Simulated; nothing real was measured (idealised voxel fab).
process module | voxel capacitor over wiring
cross-section cut | 175 nm wide | cells 5 nm
A cross-section is a grid of square cells, given in bands from the top down. A band is one or more rows of cells.
Each band's line starts with the height of the band's top and of its bottom, in nm. Then come its materials from left to right, each with its width in nm. One material with "throughout" fills the band from edge to edge. "air" is empty space.
Height 0 is the level under which the wafer as received is all one material. The lowest band goes on downwards, as in "0 down".
A width such as "30 to 40" changes by the same amount from each row of cells to the next, from the band's top row to its bottom row.
"no change" after a step means that no cell of the cross-section changed.
closed voids: empty space of 8 cells or more with no open way to the top, each as width x height at its distance from the left edge, in nm
after a step's settings: what the simulator itself notes on the step
overlay nm, on a step with a mask: how far to the right of its planned place the mask lay; to the left if negative
plan
1 op RECEIVE | material Si
2 op CONFORMAL_DEP | material SiO2 | thk nm 15
3 op DIRECTIONAL_DEP | material TiN | thk nm 5
4 op DIRECTIONAL_DEP | material Ru | thk nm 15
5 op DIRECTIONAL_DEP | material aC | thk nm 15
6 op PATTERN | tone cover | mask id METAL_1 | material resist | width nm 30 | pitch nm 80 | thk nm 35 | overlay nm 0
7 op DIRECTIONAL_ETCH | etch materials aC | depth nm 15
8 op STRIP | etch materials resist
9 op DIRECTIONAL_ETCH | etch materials Ru | depth nm 20
10 op DIRECTIONAL_ETCH | etch materials TiN | depth nm 5
11 op STRIP | etch materials aC
12 op FILL_DEP | material lowk | thk nm 5
13 op CMP | height nm 40
14 op CONFORMAL_DEP | material SiCN | thk nm 5
15 op DIRECTIONAL_DEP | material lowk | thk nm 20
16 op DIRECTIONAL_DEP | material aC | thk nm 10
17 op PATTERN | tone open | mask id PLUG_1 | material resist | width nm 15 | thk nm 25 | overlay nm 0
18 op DIRECTIONAL_ETCH | etch materials aC | depth nm 10
19 op STRIP | etch materials resist
20 op DIRECTIONAL_ETCH | etch materials lowk | depth nm 20
21 op DIRECTIONAL_ETCH | etch materials SiCN | depth nm 5
22 op STRIP | etch materials aC
23 op CONFORMAL_DEP | material TiN | thk nm 5
24 op FILL_DEP | material Ru | thk nm 5
25 op CMP | height nm 65
26 op DIRECTIONAL_DEP | material TiN | thk nm 10
27 op DIRECTIONAL_DEP | material SiN | thk nm 5
28 op DIRECTIONAL_DEP | material TiN | thk nm 10
29 op DIRECTIONAL_DEP | material aC | thk nm 15
30 op PATTERN | tone cover | mask id UPPER_PLATE | material resist | width nm 55 | thk nm 30 | overlay nm 0
31 op DIRECTIONAL_ETCH | etch materials aC | depth nm 15
32 op STRIP | etch materials resist
33 op DIRECTIONAL_ETCH | etch materials TiN | depth nm 10
34 op DIRECTIONAL_ETCH | etch materials SiN | depth nm 5
35 op STRIP | etch materials aC
36 op DIRECTIONAL_DEP | material aC | thk nm 10
37 op PATTERN | tone cover | mask id LOWER_PLATE | material resist | width nm 65 | thk nm 30 | overlay nm 0
38 op DIRECTIONAL_ETCH | etch materials aC | depth nm 10
39 op STRIP | etch materials resist
40 op DIRECTIONAL_ETCH | etch materials TiN | depth nm 10
41 op STRIP | etch materials aC
42 op FILL_DEP | material SiO2 | thk nm 20
43 op CMP | height nm 105
44 op MASKED_ETCH | tone open | mask id PLUG_2 | width nm 15 | etch materials SiO2 | depth nm 15 | overlay nm 0
45 op CONFORMAL_DEP | material TiN | thk nm 5
46 op FILL_DEP | material Ru | thk nm 5
47 op CMP | height nm 105
48 op CONFORMAL_DEP | material SiCN | thk nm 5
varied across the wafers: thk nm of step 4. The plan shows the first wafer's value. All wafers start alike
first wafer as received, after step 1
  0 down: Si throughout
  closed voids: none
first wafer at the end, after step 48
  110 to 105: SiCN throughout
  105 to 95: SiO2 55 | TiN 5 | Ru 5 | TiN 5 | SiO2 105
  95 to 90: SiO2 55 | TiN 15 | SiO2 105
  90 to 80: SiO2 45 | TiN 55 | SiO2 75
  80 to 75: SiO2 45 | SiN 55 | SiO2 75
  75 to 65: SiO2 40 | TiN 65 | SiO2 70
  65 to 45: lowk 45 | TiN 5 | Ru 5 | TiN 5 | lowk 115
  45 to 40: SiCN 45 | TiN 15 | SiCN 115
  40 to 35: lowk throughout
  35 to 20: lowk 30 | Ru 30 | lowk 50 | Ru 30 | lowk 35
  20 to 15: lowk 30 | TiN 30 | lowk 50 | TiN 30 | lowk 35
  15 to 0: SiO2 throughout
  0 down: Si throughout
  closed voids: none
last wafer at the end
  110 to 105: SiCN throughout
  105 to 95: SiO2 55 | TiN 5 | Ru 5 | TiN 5 | SiO2 105
  95 to 90: SiO2 55 | TiN 15 | SiO2 105
  90 to 80: SiO2 45 | TiN 55 | SiO2 75
  80 to 75: SiO2 45 | SiN 55 | SiO2 75
  75 to 65: SiO2 40 | TiN 65 | SiO2 70
  65 to 45: lowk 45 | TiN 5 | Ru 5 | TiN 5 | lowk 115
  45 to 40: SiCN 45 | TiN 15 | SiCN 115
  40 to 35: lowk 30 | Ru 30 | lowk 50 | Ru 30 | lowk 35
  35 to 20: Ru throughout
  20 to 15: TiN throughout
  15 to 0: SiO2 throughout
  0 down: Si throughout
  closed voids: none
each wafer at the end: cells of each material gained (+) or lost (-) since it was received, then its closed voids
thk nm 15 | +42 Ru | +67 SiCN | +11 SiN | +317 SiO2 | +78 TiN | +255 lowk | closed voids: none
thk nm 20 | +54 Ru | +67 SiCN | +11 SiN | +317 SiO2 | +78 TiN | +243 lowk | closed voids: none
thk nm 25 | +77 Ru | +67 SiCN | +11 SiN | +317 SiO2 | +101 TiN | +197 lowk | closed voids: none
thk nm 30 | +100 Ru | +67 SiCN | +11 SiN | +317 SiO2 | +101 TiN | +174 lowk | closed voids: none
thk nm 35 | +123 Ru | +67 SiCN | +11 SiN | +317 SiO2 | +101 TiN | +151 lowk | closed voids: none
